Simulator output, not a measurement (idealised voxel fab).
Title: Process Module voxel transistor to metal
Pictured: cross-section cut, 300 nm wide, on a grid of 5 nm square cells.
Square cells in a grid make up a cross-section in this document, and the grid is given as bands, listed from the top down, each one or more rows of cells. Heights first: top, then bottom, in nm. Then materials, left to right, each with a width in nm. "full width" on a single material: fills the band edge to edge. "air": empty space. Measure heights from 0. That's the level where, below it, the as-received wafer is all one material. The lowest band is bottomless and extends downward; write it as in "top 0, no bottom". Width spec "30..40" -> top row of cells at first value, bottom row at second value, equal per-row change in between. No cell of the cross-section changed in a step that is given as "no modifications". What "Sealed-off cavities" gives you is every empty space of 8 cells or more that is cut off from the top. Each appears as width x height at distance, with the distance taken from the left edge and width, height and distance all in nm. Step line, after settings: the simulator's comment on this step. Regarding "overlay nm": on a step with a mask, it is the distance the mask lay to the right of its planned place; a negative value places it to the left.

**Planned process steps**
| 1 | RECEIVE,material Si |
| 2 | CONFORMAL_DEP,material SiO2,thk nm 5 |
| 3 | CONFORMAL_DEP,material SiN,thk nm 10 |
| 4 | DIRECTIONAL_DEP,material aC,thk nm 15 |
| 5 | PATTERN,tone cover,mask id ACTIVE,material resist,width nm 95,pitch nm 125,thk nm 30,overlay nm 0 |
| 6 | DIRECTIONAL_ETCH,etch materials aC,depth nm 15 |
| 7 | STRIP,etch materials resist |
| 8 | DIRECTIONAL_ETCH,etch materials SiN,depth nm 10 |
| 9 | DIRECTIONAL_ETCH,etch materials SiO2,depth nm 5 |
| 10 | DIRECTIONAL_ETCH,etch materials Si,depth nm 20 |
| 11 | STRIP,etch materials aC |
| 12 | FILL_DEP,material SiO2,thk nm 10 |
| 13 | CMP,height nm 15 |
| 14 | SELECTIVE_ETCH,etch materials SiO2,depth nm 5 |
| 15 | STRIP,etch materials SiN |
| 16 | SELECTIVE_ETCH,etch materials SiO2,depth nm 5 |
| 17 | OXIDIZE,depth nm 5 |
| 18 | DIRECTIONAL_DEP,material polySi,thk nm 25 |
| 19 | DIRECTIONAL_DEP,material SiCN,thk nm 15 |
| 20 | DIRECTIONAL_DEP,material aC,thk nm 10 |
| 21 | PATTERN,tone cover,mask id GATE,material resist,width nm 15,pitch nm 125,thk nm 25,overlay nm 0 |
| 22 | DIRECTIONAL_ETCH,etch materials aC,depth nm 10 |
| 23 | STRIP,etch materials resist |
| 24 | DIRECTIONAL_ETCH,etch materials SiCN,depth nm 25 |
| 25 | DIRECTIONAL_ETCH,etch materials polySi,depth nm 35 |
| 26 | STRIP,etch materials aC |
| 27 | CONFORMAL_DEP,material SiN,thk nm 5 |
| 28 | DIRECTIONAL_ETCH,etch materials SiN,depth nm 5 |
| 29 | DIRECTIONAL_ETCH,etch materials SiO2,depth nm 5 |
| 30 | EPI,material nSi,thk nm 5 |
| 31 | FILL_DEP,material SiO2,thk nm 10 |
| 32 | CMP,height nm 40 |
| 33 | DIRECTIONAL_DEP,material SiO2,thk nm 15 |
| 34 | DIRECTIONAL_DEP,material aC,thk nm 15 |
| 35 | PATTERN,tone open,mask id CONTACT,material resist,width nm 15,thk nm 35,overlay nm 0 |
| 36 | DIRECTIONAL_ETCH,etch materials aC,depth nm 15 |
| 37 | STRIP,etch materials resist |
| 38 | DIRECTIONAL_ETCH,etch materials SiO2,depth nm 55 |
| 39 | STRIP,etch materials aC |
| 40 | CONFORMAL_DEP,material TiN,thk nm 5 |
| 41 | FILL_DEP,material W,thk nm 5 |
| 42 | CMP,height nm 55 |
| 43 | DIRECTIONAL_DEP,material TiN,thk nm 5 |
| 44 | DIRECTIONAL_DEP,material W,thk nm 15 |
| 45 | DIRECTIONAL_DEP,material aC,thk nm 15 |
| 46 | PATTERN,tone cover,mask id METAL_1,material resist,width nm 15,thk nm 30,overlay nm 0 |
| 47 | DIRECTIONAL_ETCH,etch materials aC,depth nm 15 |
| 48 | STRIP,etch materials resist |
| 49 | DIRECTIONAL_ETCH,etch materials W,depth nm 15 |
| 50 | DIRECTIONAL_ETCH,etch materials TiN,depth nm 5 |
| 51 | STRIP,etch materials aC |
| 52 | CONFORMAL_DEP,material SiN,thk nm 5 |
| 53 | FILL_DEP,material lowk,thk nm 5 |
| 54 | CMP,height nm 75 |
| 55 | CONFORMAL_DEP,material SiN,thk nm 5 |

**Here's what the wafer looked like in cross-section when it arrived - that's after step 1**
    top 0, no bottom: Si full width
    Sealed-off cavities: none

**Starting structure and process plan are as shown above, but one mistake was made in running the module; the wafer cross-section at the end of the module follows**
    top 80, bottom 75: SiN full width
    top 75, bottom 60: lowk 40 / SiN 5 / W 15 / SiN 5 / lowk 35 / SiN 5 / W 15 / SiN 5 / lowk 40 / SiN 5 / W 15 / SiN 5 / lowk 35 / SiN 5 / W 15 / SiN 5 / lowk 50
    top 60, bottom 55: SiN 45 / TiN 15 / SiN 45 / TiN 15 / SiN 50 / TiN 15 / SiN 45 / TiN 15 / SiN 55
    top 55, bottom 40: SiO2 50 / TiN 5 / W 5 / TiN 5 / SiO2 45 / TiN 5 / W 5 / TiN 5 / SiO2 50 / TiN 5 / W 5 / TiN 5 / SiO2 45 / TiN 5 / W 5 / TiN 5 / SiO2 50
    top 40, bottom 25: SiO2 50 / TiN 5 / W 5 / TiN 5 / SiO2 10 / SiN 5 / SiCN 15 / SiN 5 / SiO2 10 / TiN 5 / W 5 / TiN 5 / SiO2 50 / TiN 5 / W 5 / TiN 5 / SiO2 10 / SiN 5 / SiCN 15 / SiN 5 / SiO2 10 / TiN 5 / W 5 / TiN 5 / SiO2 50
    top 25, bottom 5: SiO2 50 / TiN 5 / W 5 / TiN 5 / SiO2 10 / SiN 5 / polySi 15 / SiN 5 / SiO2 10 / TiN 5 / W 5 / TiN 5 / SiO2 50 / TiN 5 / W 5 / TiN 5 / SiO2 10 / SiN 5 / polySi 15 / SiN 5 / SiO2 10 / TiN 5 / W 5 / TiN 5 / SiO2 50
    top 5, bottom 0: SiO2 35 / SiN 5 / SiO2 10 / TiN 15 / SiO2 10 / SiN 5 / polySi 15 / SiN 5 / SiO2 10 / TiN 15 / SiO2 10 / SiN 5 / SiO2 20 / SiN 5 / SiO2 10 / TiN 15 / SiO2 10 / SiN 5 / polySi 15 / SiN 5 / SiO2 10 / TiN 15 / SiO2 10 / SiN 5 / SiO2 35
    top 0, bottom -5: SiO2 40 / nSi 35 / SiO2 25 / nSi 35 / SiO2 30 / nSi 35 / SiO2 25 / nSi 35 / SiO2 40
    top -5, bottom -20: SiO2 40 / Si 95 / SiO2 30 / Si 95 / SiO2 40
    top -20, no bottom: Si full width
    Sealed-off cavities: none
So what did we get wrong on this run? it should be noted that step 46 was executed with settings other than those planned, the operation and settings actually applied being PATTERN,tone cover,mask id METAL_1,material resist,width nm 15,thk nm 30,overlay nm -5
